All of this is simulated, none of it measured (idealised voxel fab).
The following is a process module called voxel transistor to metal.
Pictured: cross-section cut, 205 nm wide, on a grid of 5 nm square cells.
This document writes a cross-section as a grid whose cells are square, and gives it as bands, listed from the top down; one or more rows of cells form a band.
The entry gives the band's vertical extent as a top height and a bottom height in nm, then its horizontal make-up as materials from left to right, each with a width in nm. "blank" stands for empty space; a single material marked "edge to edge" fills the band edge to edge.
Heads up on the height convention: 0 is the point under which the incoming wafer is all one material, and the lowest band has no bottom, it just keeps going down, like "0 down".
When a width is written as two numbers, as in "30 to 40", the first number is the width in the top row of cells of the band and the second is the width in its bottom row, and the width changes by the same amount from each row to the next.
"remains unaltered" (step): cross-section cells unchanged, all of them.
"Enclosed cavities" - sealed voids, min. 8 cells, no opening to top; format: width x height at distance (distance from left edge; nm throughout).
The remark found on a step's line after its settings is issued by the simulator itself and pertains to that step.
"overlay nm" on a masked step: distance the mask lay right of its planned place, negative for left.
Structure of the following material. The material consists of pairs of cross-sections. Each pair comprises the cross-section before one process step and the cross-section after that step, the latter shown only down to the lowest band that changed. The step between the cross-sections is specified beneath each pair, including its settings. Pairs are not necessarily consecutive: they may derive from different runs of this module performed on the same starting wafer. Continuity with the pair above is to be assumed only where the entry headed "Pre-process state" of the pair in question states it.

Pre-process state
  0 down  Si edge to edge
  Enclosed cavities: none

After
  5 to 0  SiO2 edge to edge
  Unchanged below 0.
  Enclosed cavities: none
What was done to get from the before section above to the after section? CONFORMAL_DEP | material SiO2 | thk nm 5

Pre-process state: Please consult the pair immediately above; the cross-section it shows after its step is the state before this step.

After
  20 to 5  SiN edge to edge
  Unchanged below 5.
  Enclosed cavities: none
What was done to get from the before section above to the after section? CONFORMAL_DEP | material SiN | thk nm 15

Pre-process state: Please consult the pair immediately above; the cross-section it shows after its step is the state before this step.

After
  20 to 5  55 nm blank / 95 nm SiN / 55 nm blank
  Unchanged below 5.
  Enclosed cavities: none
What was done to get from the before section above to the after section? MASKED_ETCH | tone cover | mask id ACTIVE | width nm 95 | etch materials SiN | depth nm 15 | overlay nm 0

Pre-process state: Please consult the pair immediately above; the cross-section it shows after its step is the state before this step.

After
  20 to 5  55 nm blank / 95 nm SiN / 55 nm blank
  5 to 0  55 nm blank / 95 nm SiO2 / 55 nm blank
  Unchanged below 0.
  Enclosed cavities: none
What was done to get from the before section above to the after section? MASKED_ETCH | tone cover | mask id ACTIVE | width nm 95 | etch materials SiO2 | depth nm 5 | overlay nm 0

Pre-process state: Please consult the pair immediately above; the cross-section it shows after its step is the state before this step.

After
  20 to 5  55 nm blank / 95 nm SiN / 55 nm blank
  5 to 0  55 nm blank / 95 nm SiO2 / 55 nm blank
  0 to -25  55 nm blank / 95 nm Si / 55 nm blank
  Unchanged below -25.
  Enclosed cavities: none
What was done to get from the before section above to the after section? MASKED_ETCH | tone cover | mask id ACTIVE | width nm 95 | etch materials Si | depth nm 25 | overlay nm 0

Pre-process state: Please consult the pair immediately above; the cross-section it shows after its step is the state before this step.

After
  35 to 20  SiO2 edge to edge
  20 to 5  55 nm SiO2 / 95 nm SiN / 55 nm SiO2
  5 to 0  SiO2 edge to edge
  0 to -25  55 nm SiO2 / 95 nm Si / 55 nm SiO2
  Unchanged below -25.
  Enclosed cavities: none
What was done to get from the before section above to the after section? FILL_DEP | material SiO2 | thk nm 15

Pre-process state: Please consult the pair immediately above; the cross-section it shows after its step is the state before this step.

After
  20 to 5  55 nm SiO2 / 95 nm SiN / 55 nm SiO2
  Unchanged below 5.
  Enclosed cavities: none
What was done to get from the before section above to the after section? CMP | height nm 20

Pre-process state: Please consult the pair immediately above; the cross-section it shows after its step is the state before this step.

After
  20 to 10  55 nm blank / 95 nm SiN / 55 nm blank
  Unchanged below 10.
  Enclosed cavities: none
What was done to get from the before section above to the after section? SELECTIVE_ETCH | etch materials SiO2 | depth nm 10

Pre-process state: Please consult the pair immediately above; the cross-section it shows after its step is the state before this step.

After
  10 to 5  55 nm SiO2 / 95 nm blank / 55 nm SiO2
  Unchanged below 5.
  Enclosed cavities: none
What was done to get from the before section above to the after section? STRIP | etch materials SiN

Pre-process state: Please consult the pair immediately above; the cross-section it shows after its step is the state before this step.

After
  5 to 0  50 nm SiO2 / 105 nm blank / 50 nm SiO2
  Unchanged below 0.
  Enclosed cavities: none
What was done to get from the before section above to the after section? SELECTIVE_ETCH | etch materials SiO2 | depth nm 5

Pre-process state: Please consult the pair immediately above; the cross-section it shows after its step is the state before this step.

After
  5 to 0  50 nm SiO2 / 105 nm blank / 50 nm SiO2
  0 to -5  SiO2 edge to edge
  Unchanged below -5.
  Enclosed cavities: none
What was done to get from the before section above to the after section? OXIDIZE | depth nm 5

Pre-process state: Please consult the pair immediately above; the cross-section it shows after its step is the state before this step.

After
  30 to 25  50 nm polySi / 105 nm blank / 50 nm polySi
  25 to 5  polySi edge to edge
  5 to 0  50 nm SiO2 / 105 nm polySi / 50 nm SiO2
  Unchanged below 0.
  Enclosed cavities: none
What was done to get from the before section above to the after section? DIRECTIONAL_DEP | material polySi | thk nm 25

Pre-process state: Please consult the pair immediately above; the cross-section it shows after its step is the state before this step.

After
  45 to 40  50 nm SiCN / 105 nm blank / 50 nm SiCN
  40 to 30  SiCN edge to edge
  30 to 25  50 nm polySi / 105 nm SiCN / 50 nm polySi
  Unchanged below 25.
  Enclosed cavities: none
What was done to get from the before section above to the after section? DIRECTIONAL_DEP | material SiCN | thk nm 15

Pre-process state: Please consult the pair immediately above; the cross-section it shows after its step is the state before this step.

After
  60 to 45  90 nm blank / 25 nm resist / 90 nm blank
  45 to 40  50 nm SiCN / 40 nm blank / 25 nm resist / 40 nm blank / 50 nm SiCN
  Unchanged below 40.
  Enclosed cavities: none
What was done to get from the before section above to the after section? PATTERN | tone cover | mask id GATE | material resist | width nm 25 | thk nm 15 | overlay nm 0

Pre-process state: Please consult the pair immediately above; the cross-section it shows after its step is the state before this step.

After
  60 to 40  90 nm blank / 25 nm resist / 90 nm blank
  40 to 30  90 nm blank / 25 nm SiCN / 90 nm blank
  30 to 25  50 nm polySi / 40 nm blank / 25 nm SiCN / 40 nm blank / 50 nm polySi
  Unchanged below 25.
  Enclosed cavities: none
What was done to get from the before section above to the after section? DIRECTIONAL_ETCH | etch materials SiCN | depth nm 25

Pre-process state: Please consult the pair immediately above; the cross-section it shows after its step is the state before this step.

After
  60 to 40  90 nm blank / 25 nm resist / 90 nm blank
  40 to 25  90 nm blank / 25 nm SiCN / 90 nm blank
  25 to 5  90 nm blank / 25 nm polySi / 90 nm blank
  5 to 0  50 nm SiO2 / 40 nm blank / 25 nm polySi / 40 nm blank / 50 nm SiO2
  Unchanged below 0.
  Enclosed cavities: none
What was done to get from the before section above to the after section? DIRECTIONAL_ETCH | etch materials polySi | depth nm 35

Pre-process state: Please consult the pair immediately above; the cross-section it shows after its step is the state before this step.

After
  40 to 25  90 nm blank / 25 nm SiCN / 90 nm blank
  Unchanged below 25.
  Enclosed cavities: none
What was done to get from the before section above to the after section? STRIP | etch materials resist

Pre-process state: Please consult the pair immediately above; the cross-section it shows after its step is the state before this step.

After
  50 to 40  80 nm blank / 45 nm SiN / 80 nm blank
  40 to 25  80 nm blank / 10 nm SiN / 25 nm SiCN / 10 nm SiN / 80 nm blank
  25 to 15  80 nm blank / 10 nm SiN / 25 nm polySi / 10 nm SiN / 80 nm blank
  15 to 10  60 nm SiN / 20 nm blank / 10 nm SiN / 25 nm polySi / 10 nm SiN / 20 nm blank / 60 nm SiN
  10 to 5  90 nm SiN / 25 nm polySi / 90 nm SiN
  5 to 0  50 nm SiO2 / 40 nm SiN / 25 nm polySi / 40 nm SiN / 50 nm SiO2
  Unchanged below 0.
  Enclosed cavities: none
What was done to get from the before section above to the after section? CONFORMAL_DEP | material SiN | thk nm 10

Pre-process state: Please consult the pair immediately above; the cross-section it shows after its step is the state before this step.

After
  40 to 25  80 nm blank / 10 nm SiN / 25 nm SiCN / 10 nm SiN / 80 nm blank
  25 to 5  80 nm blank / 10 nm SiN / 25 nm polySi / 10 nm SiN / 80 nm blank
  5 to 0  50 nm SiO2 / 10 nm SiN / 20 nm blank / 10 nm SiN / 25 nm polySi / 10 nm SiN / 20 nm blank / 10 nm SiN / 50 nm SiO2
  Unchanged below 0.
  Enclosed cavities: none
What was done to get from the before section above to the after section? DIRECTIONAL_ETCH | etch materials SiN | depth nm 10

Pre-process state: Please consult the pair immediately above; the cross-section it shows after its step is the state before this step.

After
  40 to 25  80 nm blank / 10 nm SiN / 25 nm SiCN / 10 nm SiN / 80 nm blank
  25 to 5  80 nm blank / 10 nm SiN / 25 nm polySi / 10 nm SiN / 80 nm blank
  5 to 0  50 nm blank / 10 nm SiN / 20 nm blank / 10 nm SiN / 25 nm polySi / 10 nm SiN / 20 nm blank / 10 nm SiN / 50 nm blank
  0 to -5  60 nm SiO2 / 20 nm blank / 45 nm SiO2 / 20 nm blank / 60 nm SiO2
  Unchanged below -5.
  Enclosed cavities: none
What was done to get from the before section above to the after section? DIRECTIONAL_ETCH | etch materials SiO2 | depth nm 5

Pre-process state: Please consult the pair immediately above; the cross-section it shows after its step is the state before this step.

After
  40 to 25  80 nm blank / 10 nm SiN / 25 nm SiCN / 10 nm SiN / 80 nm blank
  25 to 5  80 nm blank / 10 nm SiN / 25 nm polySi / 10 nm SiN / 80 nm blank
  5 to 0  50 nm blank / 10 nm SiN / 20 nm blank / 10 nm SiN / 25 nm polySi / 10 nm SiN / 20 nm blank / 10 nm SiN / 50 nm blank
  0 to -5  60 nm SiO2 / 20 nm SiGe / 45 nm SiO2 / 20 nm SiGe / 60 nm SiO2
  Unchanged below -5.
  Enclosed cavities: none
What was done to get from the before section above to the after section? EPI | material SiGe | thk nm 5

Pre-process state: Please consult the pair immediately above; the cross-section it shows after its step is the state before this step.

After
  50 to 40  SiO2 edge to edge
  40 to 25  80 nm SiO2 / 10 nm SiN / 25 nm SiCN / 10 nm SiN / 80 nm SiO2
  25 to 5  80 nm SiO2 / 10 nm SiN / 25 nm polySi / 10 nm SiN / 80 nm SiO2
  5 to 0  50 nm SiO2 / 10 nm SiN / 20 nm SiO2 / 10 nm SiN / 25 nm polySi / 10 nm SiN / 20 nm SiO2 / 10 nm SiN / 50 nm SiO2
  Unchanged below 0.
  Enclosed cavities: none
What was done to get from the before section above to the after section? FILL_DEP | material SiO2 | thk nm 10

Pre-process state: Please consult the pair immediately above; the cross-section it shows after its step is the state before this step.

After
  40 to 25  80 nm SiO2 / 10 nm SiN / 25 nm SiCN / 10 nm SiN / 80 nm SiO2
  Unchanged below 25.
  Enclosed cavities: none
What was done to get from the before section above to the after section? CMP | height nm 40

Pre-process state: Please consult the pair immediately above; the cross-section it shows after its step is the state before this step.

After
  50 to 40  SiO2 edge to edge
  Unchanged below 40.
  Enclosed cavities: none
What was done to get from the before section above to the after section? DIRECTIONAL_DEP | material SiO2 | thk nm 10

Pre-process state: Please consult the pair immediately above; the cross-section it shows after its step is the state before this step.

After
  65 to 50  60 nm resist / 25 nm blank / 35 nm resist / 25 nm blank / 60 nm resist
  Unchanged below 50.
  Enclosed cavities: none
What was done to get from the before section above to the after section? PATTERN | tone open | mask id CONTACT | material resist | width nm 25 | pitch nm 60 | thk nm 15 | overlay nm 0

Pre-process state: Please consult the pair immediately above; the cross-section it shows after its step is the state before this step.

After
  65 to 50  60 nm resist / 25 nm blank / 35 nm resist / 25 nm blank / 60 nm resist
  50 to 40  60 nm SiO2 / 25 nm blank / 35 nm SiO2 / 25 nm blank / 60 nm SiO2
  40 to 25  60 nm SiO2 / 20 nm blank / 10 nm SiN / 25 nm SiCN / 10 nm SiN / 20 nm blank / 60 nm SiO2
  25 to 5  60 nm SiO2 / 20 nm blank / 10 nm SiN / 25 nm polySi / 10 nm SiN / 20 nm blank / 60 nm SiO2
  5 to 0  50 nm SiO2 / 10 nm SiN / 20 nm blank / 10 nm SiN / 25 nm polySi / 10 nm SiN / 20 nm blank / 10 nm SiN / 50 nm SiO2
  Unchanged below 0.
  Enclosed cavities: none
What was done to get from the before section above to the after section? DIRECTIONAL_ETCH | etch materials SiO2 | depth nm 50

Pre-process state: Please consult the pair immediately above; the cross-section it shows after its step is the state before this step.

After
  50 to 40  60 nm SiO2 / 25 nm blank / 35 nm SiO2 / 25 nm blank / 60 nm SiO2
  Unchanged below 40.
  Enclosed cavities: none
What was done to get from the before section above to the after section? STRIP | etch materials resist

Pre-process state: Please consult the pair immediately above; the cross-section it shows after its step is the state before this step.

After
  55 to 50  65 nm TiN / 15 nm blank / 45 nm TiN / 15 nm blank / 65 nm TiN
  50 to 40  60 nm SiO2 / 5 nm TiN / 15 to 10 nm blank / 5 to 10 nm TiN / 35 nm SiO2 / 5 to 10 nm TiN / 15 to 10 nm blank / 5 nm TiN / 60 nm SiO2
  40 to 25  60 nm SiO2 / 5 nm TiN / 10 nm blank / 5 nm TiN / 10 nm SiN / 25 nm SiCN / 10 nm SiN / 5 nm TiN / 10 nm blank / 5 nm TiN / 60 nm SiO2
  25 to 5  60 nm SiO2 / 5 nm TiN / 10 nm blank / 5 nm TiN / 10 nm SiN / 25 nm polySi / 10 nm SiN / 5 nm TiN / 10 nm blank / 5 nm TiN / 60 nm SiO2
  5 to 0  50 nm SiO2 / 10 nm SiN / 20 nm TiN / 10 nm SiN / 25 nm polySi / 10 nm SiN / 20 nm TiN / 10 nm SiN / 50 nm SiO2
  Unchanged below 0.
  Enclosed cavities: none
What was done to get from the before section above to the after section? CONFORMAL_DEP | material TiN | thk nm 5

Pre-process state: Please consult the pair immediately above; the cross-section it shows after its step is the state before this step.

After
  65 to 55  Ru edge to edge
  55 to 50  65 nm TiN / 15 nm Ru / 45 nm TiN / 15 nm Ru / 65 nm TiN
  50 to 40  60 nm SiO2 / 5 nm TiN / 15 to 10 nm Ru / 5 to 10 nm TiN / 35 nm SiO2 / 5 to 10 nm TiN / 15 to 10 nm Ru / 5 nm TiN / 60 nm SiO2
  40 to 25  60 nm SiO2 / 5 nm TiN / 10 nm Ru / 5 nm TiN / 10 nm SiN / 25 nm SiCN / 10 nm SiN / 5 nm TiN / 10 nm Ru / 5 nm TiN / 60 nm SiO2
  25 to 5  60 nm SiO2 / 5 nm TiN / 10 nm Ru / 5 nm TiN / 10 nm SiN / 25 nm polySi / 10 nm SiN / 5 nm TiN / 10 nm Ru / 5 nm TiN / 60 nm SiO2
  Unchanged below 5.
  Enclosed cavities: none
What was done to get from the before section above to the after section? FILL_DEP | material Ru | thk nm 10

Pre-process state: Please consult the pair immediately above; the cross-section it shows after its step is the state before this step.

After
  50 to 40  60 nm SiO2 / 5 nm TiN / 15 to 10 nm Ru / 5 to 10 nm TiN / 35 nm SiO2 / 5 to 10 nm TiN / 15 to 10 nm Ru / 5 nm TiN / 60 nm SiO2
  Unchanged below 40.
  Enclosed cavities: none
What was done to get from the before section above to the after section? CMP | height nm 50

Pre-process state: Please consult the pair immediately above; the cross-section it shows after its step is the state before this step.

After
  55 to 50  SiN edge to edge
  Unchanged below 50.
  Enclosed cavities: none
What was done to get from the before section above to the after section? CONFORMAL_DEP | material SiN | thk nm 5

Pre-process state: Please consult the pair immediately above; the cross-section it shows after its step is the state before this step.

After
  70 to 55  SiO2 edge to edge
  Unchanged below 55.
  Enclosed cavities: none
What was done to get from the before section above to the after section? DIRECTIONAL_DEP | material SiO2 | thk nm 15

Pre-process state: Please consult the pair immediately above; the cross-section it shows after its step is the state before this step.

After
  70 to 55  60 nm SiO2 / 15 nm blank / 55 nm SiO2 / 15 nm blank / 60 nm SiO2
  Unchanged below 55.
  Enclosed cavities: none
What was done to get from the before section above to the after section? MASKED_ETCH | tone open | mask id METAL_1 | width nm 15 | pitch nm 70 | etch materials SiO2 | depth nm 15 | overlay nm 0

Pre-process state: Please consult the pair immediately above; the cross-section it shows after its step is the state before this step.

After
  70 to 55  60 nm SiO2 / 15 nm blank / 55 nm SiO2 / 15 nm blank / 60 nm SiO2
  55 to 50  60 nm SiN / 15 nm blank / 55 nm SiN / 15 nm blank / 60 nm SiN
  Unchanged below 50.
  Enclosed cavities: none
What was done to get from the before section above to the after section? MASKED_ETCH | tone open | mask id METAL_1 | width nm 15 | pitch nm 70 | etch materials SiN | depth nm 5 | overlay nm 0

Pre-process state: Please consult the pair immediately above; the cross-section it shows after its step is the state before this step.

After
  75 to 70  65 nm TiN / 5 nm blank / 65 nm TiN / 5 nm blank / 65 nm TiN
  70 to 55  60 nm SiO2 / 5 nm TiN / 5 nm blank / 5 nm TiN / 55 nm SiO2 / 5 nm TiN / 5 nm blank / 5 nm TiN / 60 nm SiO2
  55 to 50  60 nm SiN / 15 nm TiN / 55 nm SiN / 15 nm TiN / 60 nm SiN
  Unchanged below 50.
  Enclosed cavities: none
What was done to get from the before section above to the after section? CONFORMAL_DEP | material TiN | thk nm 5

Pre-process state: Please consult the pair immediately above; the cross-section it shows after its step is the state before this step.

After
  80 to 75  W edge to edge
  75 to 70  65 nm TiN / 5 nm W / 65 nm TiN / 5 nm W / 65 nm TiN
  70 to 55  60 nm SiO2 / 5 nm TiN / 5 nm W / 5 nm TiN / 55 nm SiO2 / 5 nm TiN / 5 nm W / 5 nm TiN / 60 nm SiO2
  Unchanged below 55.
  Enclosed cavities: none
What was done to get from the before section above to the after section? FILL_DEP | material W | thk nm 5

Pre-process state: Please consult the pair immediately above; the cross-section it shows after its step is the state before this step.

After
  70 to 55  60 nm SiO2 / 5 nm TiN / 5 nm W / 5 nm TiN / 55 nm SiO2 / 5 nm TiN / 5 nm W / 5 nm TiN / 60 nm SiO2
  Unchanged below 55.
  Enclosed cavities: none
What was done to get from the before section above to the after section? CMP | height nm 70

Pre-process state: Please consult the pair immediately above; the cross-section it shows after its step is the state before this step.

After
  75 to 70  SiCN edge to edge
  Unchanged below 70.
  Enclosed cavities: none
What was done to get from the before section above to the after section? CONFORMAL_DEP | material SiCN | thk nm 5

Pre-process state
  0 down  Si edge to edge
  Enclosed cavities: none

After
  15 to 0  SiN edge to edge
  Unchanged below 0.
  Enclosed cavities: none
What was done to get from the before section above to the after section? CONFORMAL_DEP | material SiN | thk nm 15

Pre-process state: Please consult the pair immediately above; the cross-section it shows after its step is the state before this step.

After
  15 to 0  55 nm blank / 95 nm SiN / 55 nm blank
  Unchanged below 0.
  Enclosed cavities: none
What was done to get from the before section above to the after section? MASKED_ETCH | tone cover | mask id ACTIVE | width nm 95 | etch materials SiN | depth nm 15 | overlay nm 0

Pre-process state: Please consult the pair immediately above; the cross-section it shows after its step is the state before this step.

After
  15 to 0  55 nm blank / 95 nm SiN / 55 nm blank
  0 to -25  55 nm blank / 95 nm Si / 55 nm blank
  Unchanged below -25.
  Enclosed cavities: none
What was done to get from the before section above to the after section? MASKED_ETCH | tone cover | mask id ACTIVE | width nm 95 | etch materials Si | depth nm 25 | overlay nm 0

Pre-process state: Please consult the pair immediately above; the cross-section it shows after its step is the state before this step.

After
  30 to 15  SiO2 edge to edge
  15 to 0  55 nm SiO2 / 95 nm SiN / 55 nm SiO2
  0 to -25  55 nm SiO2 / 95 nm Si / 55 nm SiO2
  Unchanged below -25.
  Enclosed cavities: none
What was done to get from the before section above to the after section? FILL_DEP | material SiO2 | thk nm 15

Pre-process state: Please consult the pair immediately above; the cross-section it shows after its step is the state before this step.

After
  20 to 15  SiO2 edge to edge
  Unchanged below 15.
  Enclosed cavities: none
What was done to get from the before section above to the after section? CMP | height nm 20

Pre-process state: Please consult the pair immediately above; the cross-section it shows after its step is the state before this step.

After
  15 to 10  55 nm blank / 95 nm SiN / 55 nm blank
  Unchanged below 10.
  Enclosed cavities: none
What was done to get from the before section above to the after section? SELECTIVE_ETCH | etch materials SiO2 | depth nm 10

Pre-process state: Please consult the pair immediately above; the cross-section it shows after its step is the state before this step.

After
  10 to 0  55 nm SiO2 / 95 nm blank / 55 nm SiO2
  Unchanged below 0.
  Enclosed cavities: none
What was done to get from the before section above to the after section? STRIP | etch materials SiN

Pre-process state: Please consult the pair immediately above; the cross-section it shows after its step is the state before this step.

After
  5 to 0  50 nm SiO2 / 105 nm blank / 50 nm SiO2
  0 to -5  50 nm SiO2 / 5 nm blank / 95 nm Si / 5 nm blank / 50 nm SiO2
  Unchanged below -5.
  Enclosed cavities: none
What was done to get from the before section above to the after section? SELECTIVE_ETCH | etch materials SiO2 | depth nm 5

Pre-process state: Please consult the pair immediately above; the cross-section it shows after its step is the state before this step.

After
  5 to 0  50 nm SiO2 / 105 nm blank / 50 nm SiO2
  0 to -5  50 nm SiO2 / 5 nm blank / 95 nm SiO2 / 5 nm blank / 50 nm SiO2
  -5 to -10  60 nm SiO2 / 85 nm Si / 60 nm SiO2
  Unchanged below -10.
  Enclosed cavities: none
What was done to get from the before section above to the after section? OXIDIZE | depth nm 5

Pre-process state: Please consult the pair immediately above; the cross-section it shows after its step is the state before this step.

After
  30 to 25  50 nm polySi / 105 nm blank / 50 nm polySi
  25 to 20  50 nm polySi / 5 nm blank / 95 nm polySi / 5 nm blank / 50 nm polySi
  20 to 5  polySi edge to edge
  5 to 0  50 nm SiO2 / 105 nm polySi / 50 nm SiO2
  0 to -5  50 nm SiO2 / 5 nm polySi / 95 nm SiO2 / 5 nm polySi / 50 nm SiO2
  Unchanged below -5.
  Enclosed cavities: none
What was done to get from the before section above to the after section? DIRECTIONAL_DEP | material polySi | thk nm 25

Pre-process state: Please consult the pair immediately above; the cross-section it shows after its step is the state before this step.

After
  45 to 40  50 nm SiCN / 105 nm blank / 50 nm SiCN
  40 to 35  50 nm SiCN / 5 nm blank / 95 nm SiCN / 5 nm blank / 50 nm SiCN
  35 to 30  SiCN edge to edge
  30 to 25  50 nm polySi / 105 nm SiCN / 50 nm polySi
  25 to 20  50 nm polySi / 5 nm SiCN / 95 nm polySi / 5 nm SiCN / 50 nm polySi
  Unchanged below 20.
  Enclosed cavities: none
What was done to get from the before section above to the after section? DIRECTIONAL_DEP | material SiCN | thk nm 15

Pre-process state: Please consult the pair immediately above; the cross-section it shows after its step is the state before this step.

After
  60 to 45  90 nm blank / 25 nm resist / 90 nm blank
  45 to 40  50 nm SiCN / 40 nm blank / 25 nm resist / 40 nm blank / 50 nm SiCN
  Unchanged below 40.
  Enclosed cavities: none
What was done to get from the before section above to the after section? PATTERN | tone cover | mask id GATE | material resist | width nm 25 | thk nm 15 | overlay nm 0

Pre-process state: Please consult the pair immediately above; the cross-section it shows after its step is the state before this step.

After
  60 to 40  90 nm blank / 25 nm resist / 90 nm blank
  40 to 30  90 nm blank / 25 nm SiCN / 90 nm blank
  30 to 25  50 nm polySi / 40 nm blank / 25 nm SiCN / 40 nm blank / 50 nm polySi
  25 to 20  50 nm polySi / 5 nm blank / 95 nm polySi / 5 nm blank / 50 nm polySi
  Unchanged below 20.
  Enclosed cavities: none
What was done to get from the before section above to the after section? DIRECTIONAL_ETCH | etch materials SiCN | depth nm 25

Pre-process state: Please consult the pair immediately above; the cross-section it shows after its step is the state before this step.

After
  60 to 40  90 nm blank / 25 nm resist / 90 nm blank
  40 to 25  90 nm blank / 25 nm SiCN / 90 nm blank
  25 to 5  90 nm blank / 25 nm polySi / 90 nm blank
  5 to 0  50 nm SiO2 / 40 nm blank / 25 nm polySi / 40 nm blank / 50 nm SiO2
  0 to -5  50 nm SiO2 / 5 nm blank / 95 nm SiO2 / 5 nm blank / 50 nm SiO2
  Unchanged below -5.
  Enclosed cavities: none
What was done to get from the before section above to the after section? DIRECTIONAL_ETCH | etch materials polySi | depth nm 35

Pre-process state: Please consult the pair immediately above; the cross-section it shows after its step is the state before this step.

After
  40 to 25  90 nm blank / 25 nm SiCN / 90 nm blank
  Unchanged below 25.
  Enclosed cavities: none
What was done to get from the before section above to the after section? STRIP | etch materials resist

Pre-process state: Please consult the pair immediately above; the cross-section it shows after its step is the state before this step.

After
  50 to 40  80 nm blank / 45 nm SiN / 80 nm blank
  40 to 25  80 nm blank / 10 nm SiN / 25 nm SiCN / 10 nm SiN / 80 nm blank
  25 to 15  80 nm blank / 10 nm SiN / 25 nm polySi / 10 nm SiN / 80 nm blank
  15 to 10  60 nm SiN / 20 nm blank / 10 nm SiN / 25 nm polySi / 10 nm SiN / 20 nm blank / 60 nm SiN
  10 to 5  90 nm SiN / 25 nm polySi / 90 nm SiN
  5 to 0  50 nm SiO2 / 40 nm SiN / 25 nm polySi / 40 nm SiN / 50 nm SiO2
  0 to -5  50 nm SiO2 / 5 nm SiN / 95 nm SiO2 / 5 nm SiN / 50 nm SiO2
  Unchanged below -5.
  Enclosed cavities: none
What was done to get from the before section above to the after section? CONFORMAL_DEP | material SiN | thk nm 10

Pre-process state: Please consult the pair immediately above; the cross-section it shows after its step is the state before this step.

After
  40 to 25  80 nm blank / 10 nm SiN / 25 nm SiCN / 10 nm SiN / 80 nm blank
  25 to 5  80 nm blank / 10 nm SiN / 25 nm polySi / 10 nm SiN / 80 nm blank
  5 to 0  50 nm SiO2 / 10 nm SiN / 20 nm blank / 10 nm SiN / 25 nm polySi / 10 nm SiN / 20 nm blank / 10 nm SiN / 50 nm SiO2
  Unchanged below 0.
  Enclosed cavities: none
What was done to get from the before section above to the after section? DIRECTIONAL_ETCH | etch materials SiN | depth nm 10

Pre-process state: Please consult the pair immediately above; the cross-section it shows after its step is the state before this step.

After
  40 to 25  80 nm blank / 10 nm SiN / 25 nm SiCN / 10 nm SiN / 80 nm blank
  25 to 5  80 nm blank / 10 nm SiN / 25 nm polySi / 10 nm SiN / 80 nm blank
  5 to 0  50 nm blank / 10 nm SiN / 20 nm blank / 10 nm SiN / 25 nm polySi / 10 nm SiN / 20 nm blank / 10 nm SiN / 50 nm blank
  0 to -5  50 nm SiO2 / 5 nm SiN / 5 nm SiO2 / 20 nm blank / 45 nm SiO2 / 20 nm blank / 5 nm SiO2 / 5 nm SiN / 50 nm SiO2
  Unchanged below -5.
  Enclosed cavities: none
What was done to get from the before section above to the after section? DIRECTIONAL_ETCH | etch materials SiO2 | depth nm 5

Pre-process state: Please consult the pair immediately above; the cross-section it shows after its step is the state before this step.

After
  40 to 25  80 nm blank / 10 nm SiN / 25 nm SiCN / 10 nm SiN / 80 nm blank
  25 to 5  80 nm blank / 10 nm SiN / 25 nm polySi / 10 nm SiN / 80 nm blank
  5 to 0  50 nm blank / 10 nm SiN / 20 nm blank / 10 nm SiN / 25 nm polySi / 10 nm SiN / 20 nm blank / 10 nm SiN / 50 nm blank
  0 to -5  50 nm SiO2 / 5 nm SiN / 5 nm SiO2 / 20 nm SiGe / 45 nm SiO2 / 20 nm SiGe / 5 nm SiO2 / 5 nm SiN / 50 nm SiO2
  Unchanged below -5.
  Enclosed cavities: none
What was done to get from the before section above to the after section? EPI | material SiGe | thk nm 5

Pre-process state: Please consult the pair immediately above; the cross-section it shows after its step is the state before this step.

After
  50 to 40  SiO2 edge to edge
  40 to 25  80 nm SiO2 / 10 nm SiN / 25 nm SiCN / 10 nm SiN / 80 nm SiO2
  25 to 5  80 nm SiO2 / 10 nm SiN / 25 nm polySi / 10 nm SiN / 80 nm SiO2
  5 to 0  50 nm SiO2 / 10 nm SiN / 20 nm SiO2 / 10 nm SiN / 25 nm polySi / 10 nm SiN / 20 nm SiO2 / 10 nm SiN / 50 nm SiO2
  Unchanged below 0.
  Enclosed cavities: none
What was done to get from the before section above to the after section? FILL_DEP | material SiO2 | thk nm 10

Pre-process state: Please consult the pair immediately above; the cross-section it shows after its step is the state before this step.

After
  40 to 25  80 nm SiO2 / 10 nm SiN / 25 nm SiCN / 10 nm SiN / 80 nm SiO2
  Unchanged below 25.
  Enclosed cavities: none
What was done to get from the before section above to the after section? CMP | height nm 40

Pre-process state: Please consult the pair immediately above; the cross-section it shows after its step is the state before this step.

After
  50 to 40  SiO2 edge to edge
  Unchanged below 40.
  Enclosed cavities: none
What was done to get from the before section above to the after section? DIRECTIONAL_DEP | material SiO2 | thk nm 10

Pre-process state: Please consult the pair immediately above; the cross-section it shows after its step is the state before this step.

After
  65 to 50  60 nm resist / 25 nm blank / 35 nm resist / 25 nm blank / 60 nm resist
  Unchanged below 50.
  Enclosed cavities: none
What was done to get from the before section above to the after section? PATTERN | tone open | mask id CONTACT | material resist | width nm 25 | pitch nm 60 | thk nm 15 | overlay nm 0

Pre-process state: Please consult the pair immediately above; the cross-section it shows after its step is the state before this step.

After
  65 to 50  60 nm resist / 25 nm blank / 35 nm resist / 25 nm blank / 60 nm resist
  50 to 40  60 nm SiO2 / 25 nm blank / 35 nm SiO2 / 25 nm blank / 60 nm SiO2
  40 to 25  60 nm SiO2 / 20 nm blank / 10 nm SiN / 25 nm SiCN / 10 nm SiN / 20 nm blank / 60 nm SiO2
  25 to 5  60 nm SiO2 / 20 nm blank / 10 nm SiN / 25 nm polySi / 10 nm SiN / 20 nm blank / 60 nm SiO2
  5 to 0  50 nm SiO2 / 10 nm SiN / 20 nm blank / 10 nm SiN / 25 nm polySi / 10 nm SiN / 20 nm blank / 10 nm SiN / 50 nm SiO2
  Unchanged below 0.
  Enclosed cavities: none
What was done to get from the before section above to the after section? DIRECTIONAL_ETCH | etch materials SiO2 | depth nm 50

Pre-process state: Please consult the pair immediately above; the cross-section it shows after its step is the state before this step.

After
  50 to 40  60 nm SiO2 / 25 nm blank / 35 nm SiO2 / 25 nm blank / 60 nm SiO2
  Unchanged below 40.
  Enclosed cavities: none
What was done to get from the before section above to the after section? STRIP | etch materials resist
